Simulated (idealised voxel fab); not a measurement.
Title: Process Module voxel gate over fins
FYI the section here is cut, 220 nm wide, cells are 5 nm squares.
Format of a cross-section: grid, square cells. Given as bands. Order: top down. Band: one or more rows of cells. Band: top and bottom heights (nm) first, top before bottom; then materials from left to right, widths in nm. "everywhere" marks a sole material filling the band edge to edge. "air" denotes empty space. A quick word on heights: they are counted from 0, and under that level the wafer as it came to us is one material throughout. The lowest band is different from the rest in having no bottom; it simply continues downward, written as in "z 0 and below". Think of "30->40" as a width that walks from the first number to the second as you go down the band, top row to bottom row, taking equal-sized steps from row to row. You'll sometimes find "no change occurred" written for a step, and that's the way of saying that nowhere in the cross-section did a cell change during that step. "Tabulated closed voids" means: voids of 8 cells or more that are shut off from the top with no open way through. Written width x height at distance, distance from the left edge, in nm. Text after the settings on a step's line: the simulator's own remark on that step. A step line may carry the setting "overlay nm", which, for steps involving a mask, states the distance by which the mask lay to the right of its intended position; negative values denote displacement to the left.

# Steps planned for the process
1 op RECEIVE | material Si
2 op CONFORMAL_DEP | material SiN | thk nm 5
3 op DIRECTIONAL_DEP | material aC | thk nm 10
4 op PATTERN | tone cover | mask id FINS | material resist | width nm 15 | pitch nm 40 | thk nm 25 | overlay nm 0
5 op DIRECTIONAL_ETCH | etch materials aC | depth nm 10
6 op STRIP | etch materials resist
7 op DIRECTIONAL_ETCH | etch materials SiN | depth nm 5
8 op DIRECTIONAL_ETCH | etch materials Si | depth nm 40
9 op STRIP | etch materials aC
10 op OXIDIZE | depth nm 5
11 op FILL_DEP | material SiO2 | thk nm 5
12 op CMP | height nm 5
13 op SELECTIVE_ETCH | etch materials SiO2 | depth nm 15
14 op STRIP | etch materials SiN
15 op CONFORMAL_DEP | material HfO2 | thk nm 5
16 op CONFORMAL_DEP | material TiN | thk nm 5
17 op CONFORMAL_DEP | material TiAl | thk nm 5
18 op CONFORMAL_DEP | material TiN | thk nm 5
19 op FILL_DEP | material W | thk nm 10
20 op CMP | height nm 25
21 op CONFORMAL_DEP | material SiCN | thk nm 10

# as received, after step 1
* z 0 and below | Si everywhere
* Tabulated closed voids: none

# End-of-module cross-section. Starting structure and process plan as above; one mistake made in running it
* z 35 to 25 | SiCN everywhere
* z 25 to 20 | 15 of W, 185 of TiN, 20 of W
* z 20 to 15 | TiN everywhere
* z 15 to 10 | 30 of TiN, 35 of TiAl, 5 of TiN, 35 of TiAl, 5 of TiN, 35 of TiAl, 5 of TiN, 35 of TiAl, 35 of TiN
* z 10 to 5 | 30 of TiN, 5 of TiAl, 25 of TiN, 5 of TiAl, 5 of TiN, 5 of TiAl, 25 of TiN, 5 of TiAl, 5 of TiN, 5 of TiAl, 25 of TiN, 5 of TiAl, 5 of TiN, 5 of TiAl, 25 of TiN, 5 of TiAl, 35 of TiN
* z 5 to 0 | 35 of TiAl, 5 of TiN, 15 of HfO2, 5 of TiN, 15 of TiAl, 5 of TiN, 15 of HfO2, 5 of TiN, 15 of TiAl, 5 of TiN, 15 of HfO2, 5 of TiN, 15 of TiAl, 5 of TiN, 15 of HfO2, 5 of TiN, 40 of TiAl
* z 0 to -5 | 40 of TiN, 5 of HfO2, 5 of Si, 5 of HfO2, 25 of TiN, 5 of HfO2, 5 of Si, 5 of HfO2, 25 of TiN, 5 of HfO2, 5 of Si, 5 of HfO2, 25 of TiN, 5 of HfO2, 5 of Si, 5 of HfO2, 45 of TiN
* z -5 to -10 | 45 of HfO2, 5 of Si, 35 of HfO2, 5 of Si, 35 of HfO2, 5 of Si, 35 of HfO2, 5 of Si, 50 of HfO2
* z -10 to -45 | 45 of SiO2, 5 of Si, 35 of SiO2, 5 of Si, 35 of SiO2, 5 of Si, 35 of SiO2, 5 of Si, 50 of SiO2
* z -45 and below | Si everywhere
* Tabulated closed voids: none
Which mistake was made when the wafer was run? for step 18, the planned setting was not used; the step was instead run as op CONFORMAL_DEP | material TiN | thk nm 15
